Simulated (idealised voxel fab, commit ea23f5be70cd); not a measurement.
The following process module bears the name voxel trench capacitor.
The width of the displayed cross-section, cut, is 275 nm; its cells are square, with a size of 5 nm.
Each cross-section below is a grid of square cells, stated as bands in top-down order, with one or more rows of cells making up each band.
Per band: top height and bottom height in nm, followed by the left-to-right materials and their widths in nm; "all across" marks a single material spanning edge to edge, "blank" marks empty space.
All heights in this document are referenced to 0, defined as the level beneath which the wafer, as received, consists entirely of one material. The lowest band is not bounded below; it extends indefinitely downward and is written in the form "top 0, no bottom".
Read "30 to 40" as a graded width: first number on top, second number at the bottom, same change between each pair of neighbouring rows.
Any step labelled "identical to before" changed none of the cells in the cross-section.
"Enclosed cavity list" contains a list of empty spaces, each no smaller than 8 cells and without an open way to the top, written in the form width x height at distance with the distance from the left edge and all three in nm.
Text after the settings on a step's line: the simulator's own remark on that step.
The optional step-line setting "overlay nm" applies to steps with a mask and quantifies how far to the right of its planned location the mask lay, a negative value indicating leftward placement.
This section lists the process steps that were planned:
| 1 | RECEIVE | material Si |
| 2 | CONFORMAL_DEP | material SiN | thk nm 10 |
| 3 | PATTERN | tone open | mask id TRENCH | material resist | width nm 20 | pitch nm 50 | thk nm 15 | overlay nm 0 |
| 4 | DIRECTIONAL_ETCH | etch materials SiN | depth nm 10 |
| 5 | DIRECTIONAL_ETCH | etch materials Si | depth nm 30 |
| 6 | STRIP | etch materials resist |
| 7 | CONFORMAL_DEP | material Al2O3 | thk nm 5 |
| 8 | FILL_DEP | material polySi | thk nm 10 |
| 9 | CMP | height nm 10 |
Incoming wafer in cross-section (state: after step 1):
* top 0, no bottom | Si all across
* Enclosed cavity list: none
One mistake in running the module, otherwise start and plan as above: cross-section at the end:
* top 25, bottom 15 | polySi all across
* top 15, bottom 10 | Al2O3 105 nm | polySi 10 nm | Al2O3 40 nm | polySi 10 nm | Al2O3 110 nm
* top 10, bottom 0 | SiN 100 nm | Al2O3 5 nm | polySi 10 nm | Al2O3 5 nm | SiN 30 nm | Al2O3 5 nm | polySi 10 nm | Al2O3 5 nm | SiN 105 nm
* top 0, bottom -25 | Si 100 nm | Al2O3 5 nm | polySi 10 nm | Al2O3 5 nm | Si 30 nm | Al2O3 5 nm | polySi 10 nm | Al2O3 5 nm | Si 105 nm
* top -25, bottom -30 | Si 100 nm | Al2O3 20 nm | Si 30 nm | Al2O3 20 nm | Si 105 nm
* top -30, no bottom | Si all across
* Enclosed cavity list: none
Which mistake was made when the wafer was run? step 9 of the plan: omitted, not performed
